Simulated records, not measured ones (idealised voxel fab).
process module | voxel spacer lines
cross-section cut | 270 nm wide | cells 5 nm
A cross-section is a grid of square cells, given in bands from the top down. A band is one or more rows of cells.
Each band's line starts with the height of the band's top and of its bottom, in nm. Then come its materials from left to right, each with its width in nm. One material with "throughout" fills the band from edge to edge. "air" is empty space.
Height 0 is the level under which the wafer as received is all one material. The lowest band goes on downwards, as in "0 down".
A width such as "30 to 40" changes by the same amount from each row of cells to the next, from the band's top row to its bottom row.
"no change" after a step means that no cell of the cross-section changed.
closed voids: empty space of 8 cells or more with no open way to the top, each as width x height at its distance from the left edge, in nm
after a step's settings: what the simulator itself notes on the step
overlay nm, on a step with a mask: how far to the right of its planned place the mask lay; to the left if negative
plan
1 op RECEIVE | material Si
2 op CONFORMAL_DEP | material SiO2 | thk nm 10
3 op DIRECTIONAL_DEP | material W | thk nm 15
4 op DIRECTIONAL_DEP | material polySi | thk nm 30
5 op PATTERN | tone cover | mask id MANDREL | material resist | width nm 25 | pitch nm 80 | thk nm 40 | overlay nm 0
6 op DIRECTIONAL_ETCH | etch materials polySi | depth nm 30
7 op STRIP | etch materials resist
8 op CONFORMAL_DEP | material SiN | thk nm 15
9 op DIRECTIONAL_ETCH | etch materials SiN | depth nm 15
10 op STRIP | etch materials polySi
11 op DIRECTIONAL_ETCH | etch materials W | depth nm 15
12 op STRIP | etch materials SiN
13 op FILL_DEP | material SiO2 | thk nm 10
14 op CMP | height nm 25
as received, after step 1
  0 down: Si throughout
  closed voids: none
first wafer at the end, as planned
  25 to 10: SiO2 65 | W 15 | SiO2 25 | W 15 | SiO2 25 | W 15 | SiO2 25 | W 15 | SiO2 70
  10 to 0: SiO2 throughout
  0 down: Si throughout
  closed voids: none
second wafer at the end: like start, like plan, one mistake
  25 to 0: SiO2 throughout
  0 down: Si throughout
  closed voids: none
what went wrong: step 3 ran as: op DIRECTIONAL_DEP | material SiO2 | thk nm 15
at the end the second wafer has, in cells: 36 more of SiO2 | 36 fewer of W
